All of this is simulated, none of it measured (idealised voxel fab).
The document below concerns the process module designated voxel released beams.
FYI the section here is cut, 180 nm wide, cells are 5 nm squares.
Reading order for cross-sections: top band down to bottom band. Underlying form: a grid of square cells. Band size: one or more rows of cells. A band entry consists of two parts. The first gives the height of the band's top and the height of its bottom, in nm. The rest lists the band's materials from left to right, each with its width in nm. A single material labelled with the word "throughout" fills the band from edge to edge, and the word "empty" marks empty space. For the purposes of this specification, 0 denotes the height below which the wafer in its as-received condition is composed wholly of one material, and the lowermost band, lacking a lower limit, extends downward without end, as expressed in "z 0 and below". Note: "30 to 40" means the width goes from the first number (top row of the band) to the second number (bottom row) in equal steps per row of cells. It should be understood that the words "no change", when stated for a given step, signify that the cross-section underwent no change in any of its cells during that step. Voids not open to the top, 8 cells minimum: see "Unvented cavities". Written width x height at distance; distance is from the left edge; nm. Text after the settings on a step's line: the simulator's own remark on that step. The line of a step may include "overlay nm". On a step with a mask, this value is how far to the right of its planned place the mask lay. A negative value means the mask lay to the left.
The process steps that were planned are listed below:
| 1 | RECEIVE | material Si |
| 2 | CONFORMAL_DEP | material SiN | thk nm 5 |
| 3 | DIRECTIONAL_DEP | material SiO2 | thk nm 10 |
| 4 | DIRECTIONAL_DEP | material aC | thk nm 15 |
| 5 | PATTERN | tone open | mask id ANCHOR | material resist | width nm 40 | thk nm 35 | overlay nm 0 |
| 6 | DIRECTIONAL_ETCH | etch materials aC | depth nm 15 |
| 7 | STRIP | etch materials resist |
| 8 | DIRECTIONAL_ETCH | etch materials SiO2 | depth nm 10 |
| 9 | STRIP | etch materials aC |
| 10 | CONFORMAL_DEP | material W | thk nm 15 |
| 11 | DIRECTIONAL_DEP | material aC | thk nm 10 |
| 12 | PATTERN | tone cover | mask id BEAM | material resist | width nm 100 | thk nm 25 | overlay nm 0 |
| 13 | DIRECTIONAL_ETCH | etch materials aC | depth nm 10 |
| 14 | STRIP | etch materials resist |
| 15 | DIRECTIONAL_ETCH | etch materials W | depth nm 15 |
| 16 | STRIP | etch materials aC |
| 17 | STRIP | etch materials SiO2 |
First wafer of two (run as planned):
As-received wafer cross-section (after step 1):
  z 0 and below  Si throughout
  Unvented cavities: none
Take a look at the wafer's cross-section after step 2:
  z 5 to 0  SiN throughout
  Below a height of 0, the structure has not been altered.
Take a look at the wafer's cross-section after step 3:
  z 15 to 5  SiO2 throughout
  Below a height of 5, the structure has not been altered.
Take a look at the wafer's cross-section after step 4:
  z 30 to 15  aC throughout
  Below a height of 15, the structure has not been altered.
Take a look at the wafer's cross-section after step 5:
  z 65 to 30  40 resist; 40 empty; 100 resist
  Below a height of 30, the structure has not been altered.
Take a look at the wafer's cross-section after step 6:
  z 50 to 30  40 resist; 40 empty; 100 resist
  z 30 to 15  40 aC; 40 empty; 100 aC
  Below a height of 15, the structure has not been altered.
Take a look at the wafer's cross-section after step 7:
  z 30 to 15  40 aC; 40 empty; 100 aC
  Below a height of 15, the structure has not been altered.
Take a look at the wafer's cross-section after step 8:
  z 30 to 15  40 aC; 40 empty; 100 aC
  z 15 to 5  40 SiO2; 40 empty; 100 SiO2
  Below a height of 5, the structure has not been altered.
Take a look at the wafer's cross-section after step 9:
  z 15 to 5  40 SiO2; 40 empty; 100 SiO2
  Below a height of 5, the structure has not been altered.
Take a look at the wafer's cross-section after step 10:
  z 30 to 20  55 W; 10 empty; 115 W
  z 20 to 15  W throughout
  z 15 to 5  40 SiO2; 40 W; 100 SiO2
  Below a height of 5, the structure has not been altered.
Take a look at the wafer's cross-section after step 11:
  z 40 to 30  55 aC; 10 empty; 115 aC
  z 30 to 20  55 W; 10 aC; 115 W
  Below a height of 20, the structure has not been altered.
Take a look at the wafer's cross-section after step 12:
  z 65 to 40  35 empty; 100 resist; 45 empty
  z 40 to 30  55 aC; 10 resist; 115 aC
  Below a height of 30, the structure has not been altered.
Take a look at the wafer's cross-section after step 13:
  z 55 to 40  35 empty; 100 resist; 45 empty
  z 40 to 30  35 empty; 20 aC; 10 resist; 70 aC; 45 empty
  Below a height of 30, the structure has not been altered.
Take a look at the wafer's cross-section after step 14:
  z 40 to 30  35 empty; 20 aC; 10 empty; 70 aC; 45 empty
  Below a height of 30, the structure has not been altered.
Take a look at the wafer's cross-section after step 15:
  z 40 to 30  35 empty; 20 aC; 10 empty; 70 aC; 45 empty
  z 30 to 20  35 empty; 20 W; 10 aC; 70 W; 45 empty
  z 20 to 15  35 empty; 100 W; 45 empty
  Below a height of 15, the structure has not been altered.
Take a look at the wafer's cross-section after step 16:
  z 30 to 20  35 empty; 20 W; 10 empty; 70 W; 45 empty
  Below a height of 20, the structure has not been altered.
Take a look at the wafer's cross-section after step 17:
  z 30 to 20  35 empty; 20 W; 10 empty; 70 W; 45 empty
  z 20 to 15  35 empty; 100 W; 45 empty
  z 15 to 5  40 empty; 40 W; 100 empty
  Below a height of 5, the structure has not been altered.
The second wafer was prepared from the same starting point and under the same plan as the first; its processing contained one mistake, and it remains indistinguishable from the first wafer up to and including step 1:
Second wafer, cut view, end of step 2 per plan:
  z 10 to 0  SiO2 throughout
  Below a height of 0, the structure has not been altered.
Second wafer, cut view, end of step 3 per plan:
  z 15 to 10  SiN throughout
  Below a height of 10, the structure has not been altered.
Second wafer, cut view, end of step 4 per plan:
  z 30 to 15  aC throughout
  Below a height of 15, the structure has not been altered.
Second wafer, cut view, end of step 5 per plan:
  z 65 to 30  40 resist; 40 empty; 100 resist
  Below a height of 30, the structure has not been altered.
Second wafer, cut view, end of step 6 per plan:
  z 50 to 30  40 resist; 40 empty; 100 resist
  z 30 to 15  40 aC; 40 empty; 100 aC
  Below a height of 15, the structure has not been altered.
Second wafer, cut view, end of step 7 per plan:
  z 30 to 15  40 aC; 40 empty; 100 aC
  Below a height of 15, the structure has not been altered.
Second wafer, cut view, end of step 8 per plan: no change
Second wafer, cut view, end of step 9 per plan:
  z 15 to 10  SiN throughout
  Below a height of 10, the structure has not been altered.
Second wafer, cut view, end of step 10 per plan:
  z 30 to 15  W throughout
  Below a height of 15, the structure has not been altered.
Second wafer, cut view, end of step 11 per plan:
  z 40 to 30  aC throughout
  Below a height of 30, the structure has not been altered.
Second wafer, cut view, end of step 12 per plan:
  z 65 to 40  35 empty; 100 resist; 45 empty
  Below a height of 40, the structure has not been altered.
Second wafer, cut view, end of step 13 per plan:
  z 55 to 40  35 empty; 100 resist; 45 empty
  z 40 to 30  35 empty; 100 aC; 45 empty
  Below a height of 30, the structure has not been altered.
Second wafer, cut view, end of step 14 per plan:
  z 40 to 30  35 empty; 100 aC; 45 empty
  Below a height of 30, the structure has not been altered.
Second wafer, cut view, end of step 15 per plan:
  z 40 to 30  35 empty; 100 aC; 45 empty
  z 30 to 15  35 empty; 100 W; 45 empty
  Below a height of 15, the structure has not been altered.
Second wafer, cut view, end of step 16 per plan:
  z 30 to 15  35 empty; 100 W; 45 empty
  Below a height of 15, the structure has not been altered.
Second wafer, cut view, end of step 17 per plan: no change
Nonconformance to the process plan: so 2 and 3 got swapped relative to the plan, each ran where the other was supposed to
The final cell counts differ between the wafers, with the second having more or fewer of some materials than the first: 72 more of SiO2; 12 fewer of W
